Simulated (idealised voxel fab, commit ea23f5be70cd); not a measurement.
This section sets out a process module, namely voxel plated lines.
It is cross-section cut that appears here, measuring 230 nm in width, its square cells being 5 nm in size.
Just so we're on the same page, the cross-sections are grids of square cells, and they're listed out in bands top to bottom, each band one or more rows deep.
This entry defines a band. It first specifies the height of the band's top and the height of its bottom in nm, and then specifies the band's materials from left to right, stating each material with its width in nm. The word "throughout" identifies a single material that fills the band from edge to edge, while the word "blank" identifies empty space.
Measure heights from 0. That's the level where, below it, the as-received wafer is all one material. The lowest band is bottomless and extends downward; write it as in "0..down".
The two numbers in a width such as "30 to 40" mark its ends across the band: the first belongs to the top row of cells, the second to the bottom row, and from each row to the next the width moves by the same amount.
Where a step carries "identical to before", the cross-section came out of it unchanged, cell for cell.
"Sealed cavities" contains a list of empty spaces, each no smaller than 8 cells and without an open way to the top, written in the form width x height at distance with the distance from the left edge and all three in nm.
On a step's line, text after the settings is the simulator commenting on that step.
overlay nm: step with mask; distance mask lay right of planned place; negative value = left of planned place.

The steps planned for the process are as follows:
step 1: RECEIVE | material Si
step 2: CONFORMAL_DEP | material Al2O3 | thk nm 5
step 3: DIRECTIONAL_DEP | material TiN | thk nm 5
step 4: PATTERN | tone open | mask id LINES | material resist | width nm 20 | pitch nm 50 | thk nm 25 | overlay nm 0
step 5: EPI | material Ru | thk nm 5
step 6: EPI | material Ru | thk nm 10
step 7: STRIP | etch materials resist
step 8: DIRECTIONAL_ETCH | etch materials TiN | depth nm 5
step 9: CONFORMAL_DEP | material SiN | thk nm 5

As received (post step 1): cross-section:
    0..down | Si throughout
    Sealed cavities: none

Wafer cross-section at end of module: start and plan as shown above, one execution error:
    30..25 | blank 50 nm, then SiN 30 nm, then blank 20 nm, then SiN 30 nm, then blank 20 nm, then SiN 30 nm, then blank 50 nm
    25..20 | blank 50 nm, then SiN 5 nm, then Ru 20 nm, then SiN 5 nm, then blank 20 nm, then SiN 5 nm, then Ru 20 nm, then SiN 5 nm, then blank 20 nm, then SiN 5 nm, then Ru 20 nm, then SiN 5 nm, then blank 50 nm
    20..15 | SiN 55 nm, then Ru 20 nm, then SiN 30 nm, then Ru 20 nm, then SiN 30 nm, then Ru 20 nm, then SiN 55 nm
    15..10 | Ru throughout
    10..5 | TiN throughout
    5..0 | Al2O3 throughout
    0..down | Si throughout
    Sealed cavities: none
Short version of what went wrong: the intended sequence of steps 4 and 5 was reversed during processing, with each occupying the position of the other
